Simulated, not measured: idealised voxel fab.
The following process module bears the name voxel transistor to metal.
Section shown: cut. Width: 285 nm. Cell size: 5 nm, square.
Throughout this document, each cross-section is represented as a grid of square cells and is presented as a sequence of bands enumerated from the top downward, where a band comprises one or more rows of cells. Heights first: top, then bottom, in nm. Then materials, left to right, each with a width in nm. "full width" on a single material: fills the band edge to edge. "empty": empty space. For the purposes of this specification, 0 denotes the height below which the wafer in its as-received condition is composed wholly of one material, and the lowermost band, lacking a lower limit, extends downward without end, as expressed in "0 nm and below". Read "30->40" as a graded width: first number on top, second number at the bottom, same change between each pair of neighbouring rows. "no alterations made" for a step: no cell of the cross-section changed in that step. You'll see "Cavities, closed" listing empty spaces that have no way open to the top, as long as they're 8 cells or more; the notation is width x height at distance, where the distance is from the left edge, and all of it is in nm. On each step's line, the part that comes after the settings is the simulator's own comment on the step. On any step carrying a mask, the "overlay nm" setting, if present on the step's line, tells how far right of its planned place the mask lay; negative values point to the left.
-- Process steps (planned)
1. RECEIVE, material Si
2. CONFORMAL_DEP, material SiO2, thk nm 5
3. CONFORMAL_DEP, material SiN, thk nm 10
4. PATTERN, tone cover, mask id ACTIVE, material resist, width nm 115, pitch nm 135, thk nm 20, overlay nm 0
5. DIRECTIONAL_ETCH, etch materials SiN, depth nm 10
6. DIRECTIONAL_ETCH, etch materials SiO2, depth nm 5
7. DIRECTIONAL_ETCH, etch materials Si, depth nm 20
8. STRIP, etch materials resist
9. FILL_DEP, material SiO2, thk nm 5
10. CMP, height nm 15
11. SELECTIVE_ETCH, etch materials SiO2, depth nm 10
12. STRIP, etch materials SiN
13. SELECTIVE_ETCH, etch materials SiO2, depth nm 5
14. OXIDIZE, depth nm 5
15. DIRECTIONAL_DEP, material polySi, thk nm 30
16. DIRECTIONAL_DEP, material SiCN, thk nm 15
17. PATTERN, tone cover, mask id GATE, material resist, width nm 25, pitch nm 135, thk nm 20, overlay nm 0
18. DIRECTIONAL_ETCH, etch materials SiCN, depth nm 25
19. DIRECTIONAL_ETCH, etch materials polySi, depth nm 40
20. STRIP, etch materials resist
21. CONFORMAL_DEP, material SiO2, thk nm 5
22. DIRECTIONAL_ETCH, etch materials SiO2, depth nm 5
23. CONFORMAL_DEP, material SiN, thk nm 5
24. DIRECTIONAL_ETCH, etch materials SiN, depth nm 5
25. DIRECTIONAL_ETCH, etch materials SiO2, depth nm 5
26. DIRECTIONAL_ETCH, etch materials Si, depth nm 10
27. EPI, material pSi, thk nm 15
28. FILL_DEP, material SiO2, thk nm 5
29. CMP, height nm 45
30. DIRECTIONAL_DEP, material SiO2, thk nm 10
31. PATTERN, tone open, mask id CONTACT, material resist, width nm 15, thk nm 15, overlay nm 0
32. DIRECTIONAL_ETCH, etch materials SiO2, depth nm 55
33. STRIP, etch materials resist
34. CONFORMAL_DEP, material TiN, thk nm 5
35. FILL_DEP, material W, thk nm 10
36. CMP, height nm 55
37. CONFORMAL_DEP, material SiCN, thk nm 5
38. DIRECTIONAL_DEP, material SiO2, thk nm 20
39. DIRECTIONAL_DEP, material aC, thk nm 10
40. PATTERN, tone open, mask id METAL_1, material resist, width nm 15, thk nm 30, overlay nm 0
41. DIRECTIONAL_ETCH, etch materials aC, depth nm 10
42. STRIP, etch materials resist
43. DIRECTIONAL_ETCH, etch materials SiO2, depth nm 20
44. DIRECTIONAL_ETCH, etch materials SiCN, depth nm 5
45. STRIP, etch materials aC
46. CONFORMAL_DEP, material TiN, thk nm 5
47. FILL_DEP, material Cu, thk nm 5
48. CMP, height nm 80
49. CONFORMAL_DEP, material SiCN, thk nm 5
50. DIRECTIONAL_DEP, material lowk, thk nm 35
51. PATTERN, tone open, mask id METAL_2, material resist, width nm 15, pitch nm 135, thk nm 15, overlay nm 0
52. DIRECTIONAL_ETCH, etch materials lowk, depth nm 20
53. STRIP, etch materials resist
54. MASKED_ETCH, tone open, mask id METAL_2_HOLES, width nm 15, pitch nm 135, etch materials lowk, depth nm 15, overlay nm 0
55. MASKED_ETCH, tone open, mask id METAL_2_HOLES, width nm 15, pitch nm 135, etch materials SiCN, depth nm 5, overlay nm 0
56. CONFORMAL_DEP, material TiN, thk nm 5
57. FILL_DEP, material Ru, thk nm 5
58. CMP, height nm 120
59. CONFORMAL_DEP, material SiN, thk nm 5
-- Cross-section of the wafer at receipt, which is the condition after step 1
	0 nm and below = Si full width
	Cavities, closed: none
-- End-of-module cross-section of the first of two wafers, processed as planned
	125 nm to 120 nm = SiN full width
	120 nm to 85 nm = 25 of lowk; 5 of TiN; 5 of Ru; 5 of TiN; 120 of lowk; 5 of TiN; 5 of Ru; 5 of TiN; 110 of lowk
	85 nm to 80 nm = 25 of SiCN; 15 of TiN; 120 of SiCN; 15 of TiN; 110 of SiCN
	80 nm to 60 nm = 25 of SiO2; 5 of TiN; 5 of Cu; 5 of TiN; 65 of SiO2; 5 of TiN; 5 of Cu; 5 of TiN; 40 of SiO2; 5 of TiN; 5 of Cu; 5 of TiN; 65 of SiO2; 5 of TiN; 5 of Cu; 5 of TiN; 30 of SiO2
	60 nm to 55 nm = 25 of SiCN; 15 of TiN; 65 of SiCN; 15 of TiN; 40 of SiCN; 15 of TiN; 65 of SiCN; 15 of TiN; 30 of SiCN
	55 nm to 45 nm = 25 of SiO2; 5 of TiN; 5 of W; 5 of TiN; 65 of SiO2; 5 of TiN; 5 of W; 5 of TiN; 40 of SiO2; 5 of TiN; 5 of W; 5 of TiN; 65 of SiO2; 5 of TiN; 5 of W; 5 of TiN; 30 of SiO2
	45 nm to 30 nm = 25 of SiO2; 5 of TiN; 5 of W; 5 of TiN; 10 of SiO2; 5 of SiN; 5 of SiO2; 25 of SiCN; 5 of SiO2; 5 of SiN; 10 of SiO2; 5 of TiN; 5 of W; 5 of TiN; 40 of SiO2; 5 of TiN; 5 of W; 5 of TiN; 10 of SiO2; 5 of SiN; 5 of SiO2; 25 of SiCN; 5 of SiO2; 5 of SiN; 10 of SiO2; 5 of TiN; 5 of W; 5 of TiN; 30 of SiO2
	30 nm to 15 nm = 25 of SiO2; 5 of TiN; 5 of W; 5 of TiN; 10 of SiO2; 5 of SiN; 5 of SiO2; 25 of polySi; 5 of SiO2; 5 of SiN; 10 of SiO2; 5 of TiN; 5 of W; 5 of TiN; 40 of SiO2; 5 of TiN; 5 of W; 5 of TiN; 10 of SiO2; 5 of SiN; 5 of SiO2; 25 of polySi; 5 of SiO2; 5 of SiN; 10 of SiO2; 5 of TiN; 5 of W; 5 of TiN; 30 of SiO2
	15 nm to 10 nm = 25 of SiO2; 15 of TiN; 10 of SiO2; 5 of SiN; 5 of SiO2; 25 of polySi; 5 of SiO2; 5 of SiN; 10 of SiO2; 15 of TiN; 40 of SiO2; 15 of TiN; 10 of SiO2; 5 of SiN; 5 of SiO2; 25 of polySi; 5 of SiO2; 5 of SiN; 10 of SiO2; 15 of TiN; 30 of SiO2
	10 nm to 0 nm = 25 of SiO2; 10 of TiN; 15 of pSi; 5 of SiN; 5 of SiO2; 25 of polySi; 5 of SiO2; 5 of SiN; 15 of pSi; 10 of TiN; 40 of SiO2; 10 of TiN; 15 of pSi; 5 of SiN; 5 of SiO2; 25 of polySi; 5 of SiO2; 5 of SiN; 15 of pSi; 10 of TiN; 30 of SiO2
	0 nm to -5 nm = 10 of SiO2; 40 of pSi; 45 of SiO2; 40 of pSi; 10 of SiO2; 40 of pSi; 45 of SiO2; 40 of pSi; 15 of SiO2
	-5 nm to -15 nm = 15 of SiO2; 35 of pSi; 45 of Si; 35 of pSi; 20 of SiO2; 35 of pSi; 45 of Si; 35 of pSi; 20 of SiO2
	-15 nm to -20 nm = 15 of SiO2; 115 of Si; 20 of SiO2; 115 of Si; 20 of SiO2
	-20 nm and below = Si full width
	Cavities, closed: none
-- Cross-section at end of module for the second wafer of two, which matched the first in starting point and plan and differed by one mistake in its processing
	125 nm to 120 nm = SiN full width
	120 nm to 85 nm = 25 of lowk; 5 of TiN; 5 of Ru; 5 of TiN; 120 of lowk; 5 of TiN; 5 of Ru; 5 of TiN; 110 of lowk
	85 nm to 80 nm = 25 of SiCN; 15 of TiN; 120 of SiCN; 15 of TiN; 110 of SiCN
	80 nm to 60 nm = 25 of SiO2; 5 of TiN; 5 of Cu; 5 of TiN; 65 of SiO2; 5 of TiN; 5 of Cu; 5 of TiN; 40 of SiO2; 5 of TiN; 5 of Cu; 5 of TiN; 65 of SiO2; 5 of TiN; 5 of Cu; 5 of TiN; 30 of SiO2
	60 nm to 55 nm = 25 of SiCN; 15 of TiN; 65 of SiCN; 15 of TiN; 40 of SiCN; 15 of TiN; 65 of SiCN; 15 of TiN; 30 of SiCN
	55 nm to 45 nm = 25 of SiO2; 5 of TiN; 5 of W; 5 of TiN; 65 of SiO2; 5 of TiN; 5 of W; 5 of TiN; 40 of SiO2; 5 of TiN; 5 of W; 5 of TiN; 65 of SiO2; 5 of TiN; 5 of W; 5 of TiN; 30 of SiO2
	45 nm to 35 nm = 25 of SiO2; 5 of TiN; 5 of W; 5 of TiN; 10 of SiO2; 5 of SiN; 5 of SiO2; 25 of SiCN; 5 of SiO2; 5 of SiN; 10 of SiO2; 5 of TiN; 5 of W; 5 of TiN; 40 of SiO2; 5 of TiN; 5 of W; 5 of TiN; 10 of SiO2; 5 of SiN; 5 of SiO2; 25 of SiCN; 5 of SiO2; 5 of SiN; 10 of SiO2; 5 of TiN; 5 of W; 5 of TiN; 30 of SiO2
	35 nm to 20 nm = 25 of SiO2; 5 of TiN; 5 of W; 5 of TiN; 10 of SiO2; 5 of SiN; 5 of SiO2; 25 of polySi; 5 of SiO2; 5 of SiN; 10 of SiO2; 5 of TiN; 5 of W; 5 of TiN; 40 of SiO2; 5 of TiN; 5 of W; 5 of TiN; 10 of SiO2; 5 of SiN; 5 of SiO2; 25 of polySi; 5 of SiO2; 5 of SiN; 10 of SiO2; 5 of TiN; 5 of W; 5 of TiN; 30 of SiO2
	20 nm to 15 nm = 25 of SiO2; 15 of TiN; 10 of SiO2; 5 of SiN; 5 of SiO2; 25 of polySi; 5 of SiO2; 5 of SiN; 10 of SiO2; 15 of TiN; 40 of SiO2; 15 of TiN; 10 of SiO2; 5 of SiN; 5 of SiO2; 25 of polySi; 5 of SiO2; 5 of SiN; 10 of SiO2; 15 of TiN; 30 of SiO2
	15 nm to 10 nm = 25 of SiO2; 10 of TiN; 15 of pSi; 5 of SiN; 5 of SiO2; 25 of polySi; 5 of SiO2; 5 of SiN; 15 of pSi; 10 of TiN; 40 of SiO2; 10 of TiN; 15 of pSi; 5 of SiN; 5 of SiO2; 25 of polySi; 5 of SiO2; 5 of SiN; 15 of pSi; 10 of TiN; 30 of SiO2
	10 nm to 5 nm = 15 of SiO2; 35 of pSi; 5 of SiN; 5 of SiO2; 25 of polySi; 5 of SiO2; 5 of SiN; 35 of pSi; 20 of SiO2; 35 of pSi; 5 of SiN; 5 of SiO2; 25 of polySi; 5 of SiO2; 5 of SiN; 35 of pSi; 20 of SiO2
	5 nm to 0 nm = 10 of SiO2; 5 of SiN; 35 of pSi; 45 of SiO2; 35 of pSi; 5 of SiN; 10 of SiO2; 5 of SiN; 35 of pSi; 45 of SiO2; 35 of pSi; 5 of SiN; 15 of SiO2
	0 nm to -5 nm = 25 of SiO2; 25 of pSi; 45 of Si; 25 of pSi; 40 of SiO2; 25 of pSi; 45 of Si; 25 of pSi; 30 of SiO2
	-5 nm to -10 nm = 15 of SiO2; 10 of Si; 25 of pSi; 45 of Si; 25 of pSi; 10 of Si; 20 of SiO2; 10 of Si; 25 of pSi; 45 of Si; 25 of pSi; 10 of Si; 20 of SiO2
	-10 nm to -20 nm = 15 of SiO2; 115 of Si; 20 of SiO2; 115 of Si; 20 of SiO2
	-20 nm and below = Si full width
	Cavities, closed: none
Where did the run depart from the plan? it was found that steps 12 and 13 of the process plan had been performed in exchanged positions
End check, counted in cells, second wafer has more or fewer of these materials than the first: Si +54 | SiCN -10 | SiO2 -20 | TiN -16 | W -4 | pSi -4
